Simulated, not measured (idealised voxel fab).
Process module name: voxel gate over fins
Square cells of 5 nm make up the cross-section cut, whose width is 235 nm.
In this document a cross-section is written as a grid of square cells. It is given as a series of bands, listed from the top down, and a band is one or more rows of cells.
Band entry format. Leading values: height of top, height of bottom, nm. Remainder: materials in left-to-right order, each with its width in nm. Special words: "edge to edge" on a single material, which then fills the band edge to edge; "blank", empty space.
Ref level 0: as-received wafer is one material below here. Bottom band extends down with no lower bound ("from 0 down").
Width "30..40": first value at the band's top row of cells, second value at its bottom row, equal change from row to row.
No cell of the cross-section changed in a step that is given as "remained the same".
Entry "Cavities, closed" = empty spaces >= 8 cells with no open way to the top; each as width x height at distance, distance from left edge, all nm.
On a step's line, text after the settings is the simulator commenting on that step.
The "overlay nm" setting may appear on a step's line; for a step that uses a mask, it gives how far to the right of its planned position the mask lay, and a negative value indicates the left.

-- Listed below are the process steps as planned
1) RECEIVE [material Si]
2) CONFORMAL_DEP [material SiN] [thk nm 10]
3) DIRECTIONAL_DEP [material aC] [thk nm 15]
4) PATTERN [tone cover] [mask id FINS] [material resist] [width nm 15] [pitch nm 50] [thk nm 30] [overlay nm 0]
5) DIRECTIONAL_ETCH [etch materials aC] [depth nm 15]
6) STRIP [etch materials resist]
7) DIRECTIONAL_ETCH [etch materials SiN] [depth nm 10]
8) DIRECTIONAL_ETCH [etch materials Si] [depth nm 30]
9) STRIP [etch materials aC]
10) FILL_DEP [material SiO2] [thk nm 5]
11) CMP [height nm 10]
12) DIRECTIONAL_DEP [material aC] [thk nm 15]
13) PATTERN [tone open] [mask id RAIL] [material resist] [width nm 15] [thk nm 30] [overlay nm 0]
14) DIRECTIONAL_ETCH [etch materials aC] [depth nm 15]
15) STRIP [etch materials resist]
16) DIRECTIONAL_ETCH [etch materials SiO2] [depth nm 35]
17) STRIP [etch materials aC]
18) CONFORMAL_DEP [material TiN] [thk nm 5]
19) FILL_DEP [material W] [thk nm 10]
20) CMP [height nm 10]
21) SELECTIVE_ETCH [etch materials W Ru TiN] [depth nm 25]
22) FILL_DEP [material SiO2] [thk nm 5]
23) CMP [height nm 10]
24) SELECTIVE_ETCH [etch materials SiO2] [depth nm 20]
25) STRIP [etch materials SiN]
26) CONFORMAL_DEP [material HfO2] [thk nm 5]
27) CONFORMAL_DEP [material TiN] [thk nm 5]
28) FILL_DEP [material W] [thk nm 10]
29) CMP [height nm 15]
30) CONFORMAL_DEP [material SiCN] [thk nm 10]

-- First wafer of two (run as planned)

-- Cross-section of the wafer as it came to us, i.e., already through step 1
- from 0 down = Si edge to edge
- Cavities, closed: none

-- Cross-sectional representation of the wafer at the conclusion of step 2
- from 10 to 0 = SiN edge to edge
- Rest of section, below 0: as before.

-- Cross-sectional representation of the wafer at the conclusion of step 3
- from 25 to 10 = aC edge to edge
- Rest of section, below 10: as before.

-- Cross-sectional representation of the wafer at the conclusion of step 4
- from 55 to 25 = blank: 60  resist: 15  blank: 35  resist: 15  blank: 35  resist: 15  blank: 60
- Rest of section, below 25: as before.

-- Cross-sectional representation of the wafer at the conclusion of step 5
- from 40 to 25 = blank: 60  resist: 15  blank: 35  resist: 15  blank: 35  resist: 15  blank: 60
- from 25 to 10 = blank: 60  aC: 15  blank: 35  aC: 15  blank: 35  aC: 15  blank: 60
- Rest of section, below 10: as before.

-- Cross-sectional representation of the wafer at the conclusion of step 6
- from 25 to 10 = blank: 60  aC: 15  blank: 35  aC: 15  blank: 35  aC: 15  blank: 60
- Rest of section, below 10: as before.

-- Cross-sectional representation of the wafer at the conclusion of step 7
- from 25 to 10 = blank: 60  aC: 15  blank: 35  aC: 15  blank: 35  aC: 15  blank: 60
- from 10 to 0 = blank: 60  SiN: 15  blank: 35  SiN: 15  blank: 35  SiN: 15  blank: 60
- Rest of section, below 0: as before.

-- Cross-sectional representation of the wafer at the conclusion of step 8
- from 25 to 10 = blank: 60  aC: 15  blank: 35  aC: 15  blank: 35  aC: 15  blank: 60
- from 10 to 0 = blank: 60  SiN: 15  blank: 35  SiN: 15  blank: 35  SiN: 15  blank: 60
- from 0 to -30 = blank: 60  Si: 15  blank: 35  Si: 15  blank: 35  Si: 15  blank: 60
- Rest of section, below -30: as before.

-- Cross-sectional representation of the wafer at the conclusion of step 9
- from 10 to 0 = blank: 60  SiN: 15  blank: 35  SiN: 15  blank: 35  SiN: 15  blank: 60
- Rest of section, below 0: as before.

-- Cross-sectional representation of the wafer at the conclusion of step 10
- from 15 to 10 = SiO2 edge to edge
- from 10 to 0 = SiO2: 60  SiN: 15  SiO2: 35  SiN: 15  SiO2: 35  SiN: 15  SiO2: 60
- from 0 to -30 = SiO2: 60  Si: 15  SiO2: 35  Si: 15  SiO2: 35  Si: 15  SiO2: 60
- Rest of section, below -30: as before.

-- Cross-sectional representation of the wafer at the conclusion of step 11
- from 10 to 0 = SiO2: 60  SiN: 15  SiO2: 35  SiN: 15  SiO2: 35  SiN: 15  SiO2: 60
- Rest of section, below 0: as before.

-- Cross-sectional representation of the wafer at the conclusion of step 12
- from 25 to 10 = aC edge to edge
- Rest of section, below 10: as before.

-- Cross-sectional representation of the wafer at the conclusion of step 13
- from 55 to 25 = resist: 85  blank: 15  resist: 135
- Rest of section, below 25: as before.

-- Cross-sectional representation of the wafer at the conclusion of step 14
- from 40 to 25 = resist: 85  blank: 15  resist: 135
- from 25 to 10 = aC: 85  blank: 15  aC: 135
- Rest of section, below 10: as before.

-- Cross-sectional representation of the wafer at the conclusion of step 15
- from 25 to 10 = aC: 85  blank: 15  aC: 135
- Rest of section, below 10: as before.

-- Cross-sectional representation of the wafer at the conclusion of step 16
- from 25 to 10 = aC: 85  blank: 15  aC: 135
- from 10 to 0 = SiO2: 60  SiN: 15  SiO2: 10  blank: 15  SiO2: 10  SiN: 15  SiO2: 35  SiN: 15  SiO2: 60
- from 0 to -25 = SiO2: 60  Si: 15  SiO2: 10  blank: 15  SiO2: 10  Si: 15  SiO2: 35  Si: 15  SiO2: 60
- Rest of section, below -25: as before.

-- Cross-sectional representation of the wafer at the conclusion of step 17
- from 10 to 0 = SiO2: 60  SiN: 15  SiO2: 10  blank: 15  SiO2: 10  SiN: 15  SiO2: 35  SiN: 15  SiO2: 60
- Rest of section, below 0: as before.

-- Cross-sectional representation of the wafer at the conclusion of step 18
- from 15 to 10 = TiN: 90  blank: 5  TiN: 140
- from 10 to 0 = SiO2: 60  SiN: 15  SiO2: 10  TiN: 5  blank: 5  TiN: 5  SiO2: 10  SiN: 15  SiO2: 35  SiN: 15  SiO2: 60
- from 0 to -20 = SiO2: 60  Si: 15  SiO2: 10  TiN: 5  blank: 5  TiN: 5  SiO2: 10  Si: 15  SiO2: 35  Si: 15  SiO2: 60
- from -20 to -25 = SiO2: 60  Si: 15  SiO2: 10  TiN: 15  SiO2: 10  Si: 15  SiO2: 35  Si: 15  SiO2: 60
- Rest of section, below -25: as before.

-- Cross-sectional representation of the wafer at the conclusion of step 19
- from 25 to 15 = W edge to edge
- from 15 to 10 = TiN: 90  W: 5  TiN: 140
- from 10 to 0 = SiO2: 60  SiN: 15  SiO2: 10  TiN: 5  W: 5  TiN: 5  SiO2: 10  SiN: 15  SiO2: 35  SiN: 15  SiO2: 60
- from 0 to -20 = SiO2: 60  Si: 15  SiO2: 10  TiN: 5  W: 5  TiN: 5  SiO2: 10  Si: 15  SiO2: 35  Si: 15  SiO2: 60
- Rest of section, below -20: as before.

-- Cross-sectional representation of the wafer at the conclusion of step 20
- from 10 to 0 = SiO2: 60  SiN: 15  SiO2: 10  TiN: 5  W: 5  TiN: 5  SiO2: 10  SiN: 15  SiO2: 35  SiN: 15  SiO2: 60
- Rest of section, below 0: as before.

-- Cross-sectional representation of the wafer at the conclusion of step 21
- from 10 to 0 = SiO2: 60  SiN: 15  SiO2: 10  blank: 15  SiO2: 10  SiN: 15  SiO2: 35  SiN: 15  SiO2: 60
- from 0 to -15 = SiO2: 60  Si: 15  SiO2: 10  blank: 15  SiO2: 10  Si: 15  SiO2: 35  Si: 15  SiO2: 60
- Rest of section, below -15: as before.

-- Cross-sectional representation of the wafer at the conclusion of step 22
- from 15 to 10 = SiO2 edge to edge
- from 10 to 0 = SiO2: 60  SiN: 15  SiO2: 35  SiN: 15  SiO2: 35  SiN: 15  SiO2: 60
- from 0 to -15 = SiO2: 60  Si: 15  SiO2: 35  Si: 15  SiO2: 35  Si: 15  SiO2: 60
- Rest of section, below -15: as before.

-- Cross-sectional representation of the wafer at the conclusion of step 23
- from 10 to 0 = SiO2: 60  SiN: 15  SiO2: 35  SiN: 15  SiO2: 35  SiN: 15  SiO2: 60
- Rest of section, below 0: as before.

-- Cross-sectional representation of the wafer at the conclusion of step 24
- from 10 to 0 = blank: 60  SiN: 15  blank: 35  SiN: 15  blank: 35  SiN: 15  blank: 60
- from 0 to -10 = blank: 60  Si: 15  blank: 35  Si: 15  blank: 35  Si: 15  blank: 60
- Rest of section, below -10: as before.

-- Cross-sectional representation of the wafer at the conclusion of step 25
- from 0 to -10 = blank: 60  Si: 15  blank: 35  Si: 15  blank: 35  Si: 15  blank: 60
- Rest of section, below -10: as before.

-- Cross-sectional representation of the wafer at the conclusion of step 26
- from 5 to 0 = blank: 55  HfO2: 25  blank: 25  HfO2: 25  blank: 25  HfO2: 25  blank: 55
- from 0 to -5 = blank: 55  HfO2: 5  Si: 15  HfO2: 5  blank: 25  HfO2: 5  Si: 15  HfO2: 5  blank: 25  HfO2: 5  Si: 15  HfO2: 5  blank: 55
- from -5 to -10 = HfO2: 60  Si: 15  HfO2: 35  Si: 15  HfO2: 35  Si: 15  HfO2: 60
- Rest of section, below -10: as before.

-- Cross-sectional representation of the wafer at the conclusion of step 27
- from 10 to 5 = blank: 50  TiN: 35  blank: 15  TiN: 35  blank: 15  TiN: 35  blank: 50
- from 5 to 0 = blank: 50  TiN: 5  HfO2: 25  TiN: 5  blank: 15  TiN: 5  HfO2: 25  TiN: 5  blank: 15  TiN: 5  HfO2: 25  TiN: 5  blank: 50
- from 0 to -5 = TiN: 55  HfO2: 5  Si: 15  HfO2: 5  TiN: 25  HfO2: 5  Si: 15  HfO2: 5  TiN: 25  HfO2: 5  Si: 15  HfO2: 5  TiN: 55
- Rest of section, below -5: as before.

-- Cross-sectional representation of the wafer at the conclusion of step 28
- from 20 to 10 = W edge to edge
- from 10 to 5 = W: 50  TiN: 35  W: 15  TiN: 35  W: 15  TiN: 35  W: 50
- from 5 to 0 = W: 50  TiN: 5  HfO2: 25  TiN: 5  W: 15  TiN: 5  HfO2: 25  TiN: 5  W: 15  TiN: 5  HfO2: 25  TiN: 5  W: 50
- Rest of section, below 0: as before.

-- Cross-sectional representation of the wafer at the conclusion of step 29
- from 15 to 10 = W edge to edge
- Rest of section, below 10: as before.

-- Cross-sectional representation of the wafer at the conclusion of step 30
- from 25 to 15 = SiCN edge to edge
- Rest of section, below 15: as before.

-- It is to be noted that the second wafer proceeded from the same initial state and according to the same plan as the first, although one mistake was committed in its execution; through step 7, inclusive, the two wafers share an identical history

-- The second wafer cut through, at the time step 8 was supposed to be finished
- from 25 to 10 = blank: 60  aC: 15  blank: 35  aC: 15  blank: 35  aC: 15  blank: 60
- from 10 to 0 = blank: 60  SiN: 15  blank: 35  SiN: 15  blank: 35  SiN: 15  blank: 60
- from 0 to -20 = blank: 60  Si: 15  blank: 35  Si: 15  blank: 35  Si: 15  blank: 60
- Rest of section, below -20: as before.

-- The second wafer cut through, at the time step 9 was supposed to be finished
- from 10 to 0 = blank: 60  SiN: 15  blank: 35  SiN: 15  blank: 35  SiN: 15  blank: 60
- Rest of section, below 0: as before.

-- The second wafer cut through, at the time step 10 was supposed to be finished
- from 15 to 10 = SiO2 edge to edge
- from 10 to 0 = SiO2: 60  SiN: 15  SiO2: 35  SiN: 15  SiO2: 35  SiN: 15  SiO2: 60
- from 0 to -20 = SiO2: 60  Si: 15  SiO2: 35  Si: 15  SiO2: 35  Si: 15  SiO2: 60
- Rest of section, below -20: as before.

-- The second wafer cut through, at the time step 11 was supposed to be finished
- from 10 to 0 = SiO2: 60  SiN: 15  SiO2: 35  SiN: 15  SiO2: 35  SiN: 15  SiO2: 60
- Rest of section, below 0: as before.

-- The second wafer cut through, at the time step 12 was supposed to be finished
- from 25 to 10 = aC edge to edge
- Rest of section, below 10: as before.

-- The second wafer cut through, at the time step 13 was supposed to be finished
- from 55 to 25 = resist: 85  blank: 15  resist: 135
- Rest of section, below 25: as before.

-- The second wafer cut through, at the time step 14 was supposed to be finished
- from 40 to 25 = resist: 85  blank: 15  resist: 135
- from 25 to 10 = aC: 85  blank: 15  aC: 135
- Rest of section, below 10: as before.

-- The second wafer cut through, at the time step 15 was supposed to be finished
- from 25 to 10 = aC: 85  blank: 15  aC: 135
- Rest of section, below 10: as before.

-- The second wafer cut through, at the time step 16 was supposed to be finished
- from 25 to 10 = aC: 85  blank: 15  aC: 135
- from 10 to 0 = SiO2: 60  SiN: 15  SiO2: 10  blank: 15  SiO2: 10  SiN: 15  SiO2: 35  SiN: 15  SiO2: 60
- from 0 to -20 = SiO2: 60  Si: 15  SiO2: 10  blank: 15  SiO2: 10  Si: 15  SiO2: 35  Si: 15  SiO2: 60
- Rest of section, below -20: as before.

-- The second wafer cut through, at the time step 17 was supposed to be finished
- from 10 to 0 = SiO2: 60  SiN: 15  SiO2: 10  blank: 15  SiO2: 10  SiN: 15  SiO2: 35  SiN: 15  SiO2: 60
- Rest of section, below 0: as before.

-- The second wafer cut through, at the time step 18 was supposed to be finished
- from 15 to 10 = TiN: 90  blank: 5  TiN: 140
- from 10 to 0 = SiO2: 60  SiN: 15  SiO2: 10  TiN: 5  blank: 5  TiN: 5  SiO2: 10  SiN: 15  SiO2: 35  SiN: 15  SiO2: 60
- from 0 to -15 = SiO2: 60  Si: 15  SiO2: 10  TiN: 5  blank: 5  TiN: 5  SiO2: 10  Si: 15  SiO2: 35  Si: 15  SiO2: 60
- from -15 to -20 = SiO2: 60  Si: 15  SiO2: 10  TiN: 15  SiO2: 10  Si: 15  SiO2: 35  Si: 15  SiO2: 60
- Rest of section, below -20: as before.

-- The second wafer cut through, at the time step 19 was supposed to be finished
- from 25 to 15 = W edge to edge
- from 15 to 10 = TiN: 90  W: 5  TiN: 140
- from 10 to 0 = SiO2: 60  SiN: 15  SiO2: 10  TiN: 5  W: 5  TiN: 5  SiO2: 10  SiN: 15  SiO2: 35  SiN: 15  SiO2: 60
- from 0 to -15 = SiO2: 60  Si: 15  SiO2: 10  TiN: 5  W: 5  TiN: 5  SiO2: 10  Si: 15  SiO2: 35  Si: 15  SiO2: 60
- Rest of section, below -15: as before.

-- The second wafer cut through, at the time step 20 was supposed to be finished
- from 10 to 0 = SiO2: 60  SiN: 15  SiO2: 10  TiN: 5  W: 5  TiN: 5  SiO2: 10  SiN: 15  SiO2: 35  SiN: 15  SiO2: 60
- Rest of section, below 0: as before.

-- The second wafer cut through, at the time step 21 was supposed to be finished
- from 10 to 0 = SiO2: 60  SiN: 15  SiO2: 10  blank: 15  SiO2: 10  SiN: 15  SiO2: 35  SiN: 15  SiO2: 60
- from 0 to -15 = SiO2: 60  Si: 15  SiO2: 10  blank: 15  SiO2: 10  Si: 15  SiO2: 35  Si: 15  SiO2: 60
- Rest of section, below -15: as before.

-- The second wafer cut through, at the time step 22 was supposed to be finished
- from 15 to 10 = SiO2 edge to edge
- from 10 to 0 = SiO2: 60  SiN: 15  SiO2: 35  SiN: 15  SiO2: 35  SiN: 15  SiO2: 60
- from 0 to -15 = SiO2: 60  Si: 15  SiO2: 35  Si: 15  SiO2: 35  Si: 15  SiO2: 60
- Rest of section, below -15: as before.

-- The second wafer cut through, at the time step 23 was supposed to be finished
- from 10 to 0 = SiO2: 60  SiN: 15  SiO2: 35  SiN: 15  SiO2: 35  SiN: 15  SiO2: 60
- Rest of section, below 0: as before.

-- The second wafer cut through, at the time step 24 was supposed to be finished
- from 10 to 0 = blank: 60  SiN: 15  blank: 35  SiN: 15  blank: 35  SiN: 15  blank: 60
- from 0 to -10 = blank: 60  Si: 15  blank: 35  Si: 15  blank: 35  Si: 15  blank: 60
- Rest of section, below -10: as before.

-- The second wafer cut through, at the time step 25 was supposed to be finished
- from 0 to -10 = blank: 60  Si: 15  blank: 35  Si: 15  blank: 35  Si: 15  blank: 60
- Rest of section, below -10: as before.

-- The second wafer cut through, at the time step 26 was supposed to be finished
- from 5 to 0 = blank: 55  HfO2: 25  blank: 25  HfO2: 25  blank: 25  HfO2: 25  blank: 55
- from 0 to -5 = blank: 55  HfO2: 5  Si: 15  HfO2: 5  blank: 25  HfO2: 5  Si: 15  HfO2: 5  blank: 25  HfO2: 5  Si: 15  HfO2: 5  blank: 55
- from -5 to -10 = HfO2: 60  Si: 15  HfO2: 35  Si: 15  HfO2: 35  Si: 15  HfO2: 60
- Rest of section, below -10: as before.

-- The second wafer cut through, at the time step 27 was supposed to be finished
- from 10 to 5 = blank: 50  TiN: 35  blank: 15  TiN: 35  blank: 15  TiN: 35  blank: 50
- from 5 to 0 = blank: 50  TiN: 5  HfO2: 25  TiN: 5  blank: 15  TiN: 5  HfO2: 25  TiN: 5  blank: 15  TiN: 5  HfO2: 25  TiN: 5  blank: 50
- from 0 to -5 = TiN: 55  HfO2: 5  Si: 15  HfO2: 5  TiN: 25  HfO2: 5  Si: 15  HfO2: 5  TiN: 25  HfO2: 5  Si: 15  HfO2: 5  TiN: 55
- Rest of section, below -5: as before.

-- The second wafer cut through, at the time step 28 was supposed to be finished
- from 20 to 10 = W edge to edge
- from 10 to 5 = W: 50  TiN: 35  W: 15  TiN: 35  W: 15  TiN: 35  W: 50
- from 5 to 0 = W: 50  TiN: 5  HfO2: 25  TiN: 5  W: 15  TiN: 5  HfO2: 25  TiN: 5  W: 15  TiN: 5  HfO2: 25  TiN: 5  W: 50
- Rest of section, below 0: as before.

-- The second wafer cut through, at the time step 29 was supposed to be finished
- from 15 to 10 = W edge to edge
- Rest of section, below 10: as before.

-- The second wafer cut through, at the time step 30 was supposed to be finished
- from 25 to 15 = SiCN edge to edge
- Rest of section, below 15: as before.
Short version of what went wrong: heads up, step 8 didn't go per plan, it actually ran as DIRECTIONAL_ETCH [etch materials Si] [depth nm 20]
Looking at both finished wafers in cells, the second ends up ahead of or behind the first on some materials: Si: 76 more | SiO2: 73 fewer | TiN: 2 fewer | W: 1 fewer
